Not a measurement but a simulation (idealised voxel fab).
The following is a process module called voxel tone inversion.
This is section cut - it's 165 nm across, gridded in 5 nm square cells.
Heads up, the way a cross-section reads in here is a grid of square cells, handed over as bands from the top down, with every band being one or more rows of cells.
Look at the band entry: it leads with the top's height and the bottom's height in nm. Then it lists the materials left to right, with a width in nm for each. The word "edge to edge" on a single material says that material fills the band edge to edge. The word "air" is empty space.
Height reference: 0 = level under which incoming wafer is all one material. Lowest band: no bottom, runs on downward, e.g. "0 -> down".
Think of "30..40" as a width that walks from the first number to the second as you go down the band, top row to bottom row, taking equal-sized steps from row to row.
For the purposes of this document, the phrase "no alteration" attached to a step denotes that no cell within the cross-section was modified by that step.
You'll see "Sealed internal voids" listing empty spaces that have no way open to the top, as long as they're 8 cells or more; the notation is width x height at distance, where the distance is from the left edge, and all of it is in nm.
Read whatever lies past the settings on a step's line as the simulator's own remark about the step.
overlay nm: where the mask lay relative to plan, measured to the right, on steps with a mask; negatives go left.
-- Process steps - plan
1: RECEIVE | material Si
2: CONFORMAL_DEP | material SiN | thk nm 5
3: DIRECTIONAL_DEP | material polySi | thk nm 20
4: PATTERN | tone cover | mask id POSTS | material resist | width nm 20 | pitch nm 35 | thk nm 25 | overlay nm 0
5: DIRECTIONAL_ETCH | etch materials polySi | depth nm 20
6: STRIP | etch materials resist
7: FILL_DEP | material lowk | thk nm 10
8: CMP | height nm 25
9: STRIP | etch materials polySi
-- first wafer, as planned
-- as received, after step 1
    0 -> down  Si edge to edge
    Sealed internal voids: none
-- Once step 2 is through, the wafer looks like this in cross-section
    5 -> 0  SiN edge to edge
    Nothing below the height 0 has changed.
-- Once step 3 is through, the wafer looks like this in cross-section
    25 -> 5  polySi edge to edge
    Nothing below the height 5 has changed.
-- Once step 4 is through, the wafer looks like this in cross-section
    50 -> 25  air=20, resist=20, air=15, resist=20, air=15, resist=20, air=15, resist=20, air=20
    Nothing below the height 25 has changed.
-- Once step 5 is through, the wafer looks like this in cross-section
    50 -> 25  air=20, resist=20, air=15, resist=20, air=15, resist=20, air=15, resist=20, air=20
    25 -> 5  air=20, polySi=20, air=15, polySi=20, air=15, polySi=20, air=15, polySi=20, air=20
    Nothing below the height 5 has changed.
-- Once step 6 is through, the wafer looks like this in cross-section
    25 -> 5  air=20, polySi=20, air=15, polySi=20, air=15, polySi=20, air=15, polySi=20, air=20
    Nothing below the height 5 has changed.
-- Once step 7 is through, the wafer looks like this in cross-section
    35 -> 25  lowk edge to edge
    25 -> 5  lowk=20, polySi=20, lowk=15, polySi=20, lowk=15, polySi=20, lowk=15, polySi=20, lowk=20
    Nothing below the height 5 has changed.
-- Once step 8 is through, the wafer looks like this in cross-section
    25 -> 5  lowk=20, polySi=20, lowk=15, polySi=20, lowk=15, polySi=20, lowk=15, polySi=20, lowk=20
    Nothing below the height 5 has changed.
-- Once step 9 is through, the wafer looks like this in cross-section
    25 -> 5  lowk=20, air=20, lowk=15, air=20, lowk=15, air=20, lowk=15, air=20, lowk=20
    Nothing below the height 5 has changed.
-- The second wafer was prepared from the same starting point and under the same plan as the first; its processing contained one mistake, and it remains indistinguishable from the first wafer up to and including step 3
-- Cross-section of the second wafer at the time step 4 of the plan should have ended
    50 -> 25  air=25, resist=20, air=15, resist=20, air=15, resist=20, air=15, resist=20, air=15
    Nothing below the height 25 has changed.
-- Cross-section of the second wafer at the time step 5 of the plan should have ended
    50 -> 25  air=25, resist=20, air=15, resist=20, air=15, resist=20, air=15, resist=20, air=15
    25 -> 5  air=25, polySi=20, air=15, polySi=20, air=15, polySi=20, air=15, polySi=20, air=15
    Nothing below the height 5 has changed.
-- Cross-section of the second wafer at the time step 6 of the plan should have ended
    25 -> 5  air=25, polySi=20, air=15, polySi=20, air=15, polySi=20, air=15, polySi=20, air=15
    Nothing below the height 5 has changed.
-- Cross-section of the second wafer at the time step 7 of the plan should have ended
    35 -> 25  lowk edge to edge
    25 -> 5  lowk=25, polySi=20, lowk=15, polySi=20, lowk=15, polySi=20, lowk=15, polySi=20, lowk=15
    Nothing below the height 5 has changed.
-- Cross-section of the second wafer at the time step 8 of the plan should have ended
    25 -> 5  lowk=25, polySi=20, lowk=15, polySi=20, lowk=15, polySi=20, lowk=15, polySi=20, lowk=15
    Nothing below the height 5 has changed.
-- Cross-section of the second wafer at the time step 9 of the plan should have ended
    25 -> 5  lowk=25, air=20, lowk=15, air=20, lowk=15, air=20, lowk=15, air=20, lowk=15
    Nothing below the height 5 has changed.
Plan not followed: step 4 changed vs plan, executed as PATTERN | tone cover | mask id POSTS | material resist | width nm 20 | pitch nm 35 | thk nm 25 | overlay nm 5
When the process is done, the second wafer contains the same cell count of every material as the first wafer, but distributed over other locations.
